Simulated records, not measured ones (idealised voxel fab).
The name of this process module is voxel tone inversion.
Section shown: cut. Width: 245 nm. Cell size: 5 nm, square.
We lay out every cross-section as a grid of square cells and spell it out in bands from the top down, where one band means one or more rows of cells. This entry defines a band. It first specifies the height of the band's top and the height of its bottom in nm, and then specifies the band's materials from left to right, stating each material with its width in nm. The word "everywhere" identifies a single material that fills the band from edge to edge, while the word "air" identifies empty space. The level at which height equals 0 is the one under which the wafer, as it arrives, is entirely one material. No lower edge exists for the bottom band, which continues downward and is notated as in "0 nm and below". The two numbers in a width such as "30..40" mark its ends across the band: the first belongs to the top row of cells, the second to the bottom row, and from each row to the next the width moves by the same amount. No cell of the cross-section changed in a step that is given as "no modification". "Sealed void listing": sealed empty spaces, 8 cells or more, no open way to top, listed width x height at distance, with distance from the left edge and width, height and distance in nm. Past the settings on a step's line: simulator remark, on that step. On any step carrying a mask, the "overlay nm" setting, if present on the step's line, tells how far right of its planned place the mask lay; negative values point to the left.
PLANNED STEP LIST FOR THE PROCESS
| 1 | RECEIVE [material Si] |
| 2 | CONFORMAL_DEP [material SiCN] [thk nm 5] |
| 3 | DIRECTIONAL_DEP [material polySi] [thk nm 15] |
| 4 | PATTERN [tone cover] [mask id POSTS] [material resist] [width nm 20] [pitch nm 45] [thk nm 20] [overlay nm 0] |
| 5 | DIRECTIONAL_ETCH [etch materials polySi] [depth nm 15] |
| 6 | STRIP [etch materials resist] |
| 7 | FILL_DEP [material lowk] [thk nm 5] |
| 8 | CMP [height nm 20] |
| 9 | STRIP [etch materials polySi] |
FIRST WAFER, TWO IN TOTAL, RUN AS PLANNED
CROSS-SECTION OF THE WAFER AT RECEIPT, WHICH IS THE CONDITION AFTER STEP 1
	0 nm and below | Si everywhere
	Sealed void listing: none
CROSS-SECTION OF THE WAFER AFTER STEP 2
	5 nm to 0 nm | SiCN everywhere
	Below 0, no change.
CROSS-SECTION OF THE WAFER AFTER STEP 3
	20 nm to 5 nm | polySi everywhere
	Below 5, no change.
CROSS-SECTION OF THE WAFER AFTER STEP 4
	40 nm to 20 nm | air 45 nm  resist 20 nm  air 25 nm  resist 20 nm  air 25 nm  resist 20 nm  air 25 nm  resist 20 nm  air 45 nm
	Below 20, no change.
CROSS-SECTION OF THE WAFER AFTER STEP 5
	40 nm to 20 nm | air 45 nm  resist 20 nm  air 25 nm  resist 20 nm  air 25 nm  resist 20 nm  air 25 nm  resist 20 nm  air 45 nm
	20 nm to 5 nm | air 45 nm  polySi 20 nm  air 25 nm  polySi 20 nm  air 25 nm  polySi 20 nm  air 25 nm  polySi 20 nm  air 45 nm
	Below 5, no change.
CROSS-SECTION OF THE WAFER AFTER STEP 6
	20 nm to 5 nm | air 45 nm  polySi 20 nm  air 25 nm  polySi 20 nm  air 25 nm  polySi 20 nm  air 25 nm  polySi 20 nm  air 45 nm
	Below 5, no change.
CROSS-SECTION OF THE WAFER AFTER STEP 7
	25 nm to 20 nm | lowk everywhere
	20 nm to 5 nm | lowk 45 nm  polySi 20 nm  lowk 25 nm  polySi 20 nm  lowk 25 nm  polySi 20 nm  lowk 25 nm  polySi 20 nm  lowk 45 nm
	Below 5, no change.
CROSS-SECTION OF THE WAFER AFTER STEP 8
	20 nm to 5 nm | lowk 45 nm  polySi 20 nm  lowk 25 nm  polySi 20 nm  lowk 25 nm  polySi 20 nm  lowk 25 nm  polySi 20 nm  lowk 45 nm
	Below 5, no change.
CROSS-SECTION OF THE WAFER AFTER STEP 9
	20 nm to 5 nm | lowk 45 nm  air 20 nm  lowk 25 nm  air 20 nm  lowk 25 nm  air 20 nm  lowk 25 nm  air 20 nm  lowk 45 nm
	Below 5, no change.
WAFER TWO OF THE PAIR: SAME ORIGIN, SAME PLAN, ONE ERROR DURING THE RUN; IDENTICAL TO WAFER ONE UP TO AND INCLUDING STEP 3
WHEN STEP 4 SHOULD HAVE ENDED
	40 nm to 20 nm | resist 45 nm  air 20 nm  resist 25 nm  air 20 nm  resist 25 nm  air 20 nm  resist 25 nm  air 20 nm  resist 45 nm
	Below 20, no change.
WHEN STEP 5 SHOULD HAVE ENDED
	40 nm to 20 nm | resist 45 nm  air 20 nm  resist 25 nm  air 20 nm  resist 25 nm  air 20 nm  resist 25 nm  air 20 nm  resist 45 nm
	20 nm to 5 nm | polySi 45 nm  air 20 nm  polySi 25 nm  air 20 nm  polySi 25 nm  air 20 nm  polySi 25 nm  air 20 nm  polySi 45 nm
	Below 5, no change.
WHEN STEP 6 SHOULD HAVE ENDED
	20 nm to 5 nm | polySi 45 nm  air 20 nm  polySi 25 nm  air 20 nm  polySi 25 nm  air 20 nm  polySi 25 nm  air 20 nm  polySi 45 nm
	Below 5, no change.
WHEN STEP 7 SHOULD HAVE ENDED
	25 nm to 20 nm | lowk everywhere
	20 nm to 5 nm | polySi 45 nm  lowk 20 nm  polySi 25 nm  lowk 20 nm  polySi 25 nm  lowk 20 nm  polySi 25 nm  lowk 20 nm  polySi 45 nm
	Below 5, no change.
WHEN STEP 8 SHOULD HAVE ENDED
	20 nm to 5 nm | polySi 45 nm  lowk 20 nm  polySi 25 nm  lowk 20 nm  polySi 25 nm  lowk 20 nm  polySi 25 nm  lowk 20 nm  polySi 45 nm
	Below 5, no change.
WHEN STEP 9 SHOULD HAVE ENDED
	20 nm to 5 nm | air 45 nm  lowk 20 nm  air 25 nm  lowk 20 nm  air 25 nm  lowk 20 nm  air 25 nm  lowk 20 nm  air 45 nm
	Below 5, no change.
In executing the process, a mistake was made relative to the plan: rather than as planned, step 4 actually ran as PATTERN [tone open] [mask id POSTS] [material resist] [width nm 20] [pitch nm 45] [thk nm 20] [overlay nm 0]
Final wafer comparison in cells, second versus first, more or fewer per material: lowk: 51 fewer
